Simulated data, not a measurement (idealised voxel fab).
A process module follows: voxel transistor to metal.
The cross-section shown here is cut; it is 195 nm wide and divided into square cells measuring 5 nm on a side.
The cross-sections in this document take the form of a grid made of square cells. They are written out as bands, in order from top to bottom. Each band consists of one or more rows of cells.
Basically the band line says how high the top is and how high the bottom is, in nm, and then what's in it from left to right, every material with its width in nm. Empty space shows up as "empty", and if a single material carries "everywhere" it runs the full band edge to edge.
For the purposes of this specification, 0 denotes the height below which the wafer in its as-received condition is composed wholly of one material, and the lowermost band, lacking a lower limit, extends downward without end, as expressed in "0 nm and below".
A width given as "30->40" starts at the first number in the band's top row and ends at the second number in its bottom row, shifting by an equal amount at every step from row to row.
Where a step carries "all unchanged", the cross-section came out of it unchanged, cell for cell.
Closed empty spaces (no open way to the top) of 8 cells or more are what "Closed void table" lists, each as width x height at distance from the left edge, nm for all three.
On a step's line, text after the settings is the simulator commenting on that step.
Among the settings permitted on a step's line is "overlay nm"; applied to a step with a mask, it specifies the extent to which the mask lay to the right of its planned position, whereas a negative figure signifies a position to the left.
List of planned process steps:
- 1: op RECEIVE | material Si
- 2: op OXIDIZE | depth nm 5
- 3: op CONFORMAL_DEP | material SiN | thk nm 15
- 4: op MASKED_ETCH | tone cover | mask id ACTIVE | width nm 105 | etch materials SiN | depth nm 15 | overlay nm 0
- 5: op MASKED_ETCH | tone cover | mask id ACTIVE | width nm 105 | etch materials SiO2 | depth nm 5 | overlay nm 0
- 6: op MASKED_ETCH | tone cover | mask id ACTIVE | width nm 105 | etch materials Si | depth nm 25 | overlay nm 0
- 7: op FILL_DEP | material SiO2 | thk nm 15
- 8: op CMP | height nm 15
- 9: op SELECTIVE_ETCH | etch materials SiO2 | depth nm 5
- 10: op STRIP | etch materials SiN
- 11: op SELECTIVE_ETCH | etch materials SiO2 | depth nm 5
- 12: op OXIDIZE | depth nm 5
- 13: op DIRECTIONAL_DEP | material polySi | thk nm 25
- 14: op DIRECTIONAL_DEP | material SiCN | thk nm 10
- 15: op MASKED_ETCH | tone cover | mask id GATE | width nm 15 | etch materials SiCN | depth nm 20 | overlay nm 0
- 16: op MASKED_ETCH | tone cover | mask id GATE | width nm 15 | etch materials polySi | depth nm 35 | overlay nm 0
- 17: op CONFORMAL_DEP | material SiO2 | thk nm 5
- 18: op DIRECTIONAL_ETCH | etch materials SiO2 | depth nm 5
- 19: op CONFORMAL_DEP | material SiN | thk nm 5
- 20: op DIRECTIONAL_ETCH | etch materials SiN | depth nm 5
- 21: op DIRECTIONAL_ETCH | etch materials SiO2 | depth nm 5
- 22: op DIRECTIONAL_ETCH | etch materials Si | depth nm 5
- 23: op EPI | material SiGe | thk nm 10
- 24: op FILL_DEP | material SiO2 | thk nm 5
- 25: op CMP | height nm 30
- 26: op DIRECTIONAL_DEP | material SiO2 | thk nm 10
- 27: op DIRECTIONAL_DEP | material aC | thk nm 15
- 28: op PATTERN | tone open | mask id CONTACT | material resist | width nm 35 | pitch nm 60 | thk nm 35 | overlay nm 0
- 29: op DIRECTIONAL_ETCH | etch materials aC | depth nm 15
- 30: op STRIP | etch materials resist
- 31: op DIRECTIONAL_ETCH | etch materials SiO2 | depth nm 45
- 32: op STRIP | etch materials aC
- 33: op CONFORMAL_DEP | material TiN | thk nm 5
- 34: op FILL_DEP | material Ru | thk nm 10
- 35: op CMP | height nm 40
- 36: op CONFORMAL_DEP | material SiN | thk nm 5
- 37: op DIRECTIONAL_DEP | material lowk | thk nm 25
- 38: op MASKED_ETCH | tone open | mask id METAL_1 | width nm 20 | pitch nm 75 | etch materials lowk | depth nm 25 | overlay nm 0
- 39: op MASKED_ETCH | tone open | mask id METAL_1 | width nm 20 | pitch nm 75 | etch materials SiN | depth nm 5 | overlay nm 0
- 40: op CONFORMAL_DEP | material TiN | thk nm 5
- 41: op FILL_DEP | material W | thk nm 10
- 42: op CMP | height nm 70
- 43: op CONFORMAL_DEP | material SiCN | thk nm 5
Wafer as received: cross-section following step 1:
  0 nm and below: Si everywhere
  Closed void table: none
Starting structure and process plan are as shown above, but one mistake was made in running the module; the wafer cross-section at the end of the module follows:
  75 nm to 70 nm: SiCN everywhere
  70 nm to 45 nm: lowk 50 nm, then TiN 5 nm, then W 10 nm, then TiN 5 nm, then lowk 55 nm, then TiN 5 nm, then W 10 nm, then TiN 5 nm, then lowk 50 nm
  45 nm to 40 nm: SiN 50 nm, then TiN 20 nm, then SiN 55 nm, then TiN 20 nm, then SiN 50 nm
  40 nm to 30 nm: SiO2 50 nm, then TiN 5 nm, then Ru 25->20 nm, then TiN 5->10 nm, then SiO2 25 nm, then TiN 5->10 nm, then Ru 25->20 nm, then TiN 5 nm, then SiO2 50 nm
  30 nm to 5 nm: SiO2 50 nm, then TiN 5 nm, then Ru 20 nm, then TiN 5 nm, then SiN 5 nm, then SiO2 5 nm, then polySi 15 nm, then SiO2 5 nm, then SiN 5 nm, then TiN 5 nm, then Ru 20 nm, then TiN 5 nm, then SiO2 50 nm
  5 nm to 0 nm: SiO2 40 nm, then SiN 5 nm, then SiO2 5 nm, then TiN 5 nm, then Ru 20 nm, then TiN 5 nm, then SiO2 35 nm, then TiN 5 nm, then Ru 20 nm, then TiN 5 nm, then SiO2 5 nm, then SiN 5 nm, then SiO2 40 nm
  0 nm to -5 nm: SiO2 30 nm, then SiGe 10 nm, then SiN 5 nm, then SiO2 5 nm, then TiN 30 nm, then SiO2 35 nm, then TiN 30 nm, then SiO2 5 nm, then SiN 5 nm, then SiGe 10 nm, then SiO2 30 nm
  -5 nm to -10 nm: SiGe 40 nm, then SiO2 15 nm, then Si 85 nm, then SiO2 15 nm, then SiGe 40 nm
  -10 nm to -15 nm: SiGe 40 nm, then Si 115 nm, then SiGe 40 nm
  -15 nm and below: Si everywhere
  Closed void table: none
Processing error: the process deviated at step 4: the operation and settings actually run there were op MASKED_ETCH | tone open | mask id ACTIVE | width nm 105 | etch materials SiN | depth nm 15 | overlay nm 0
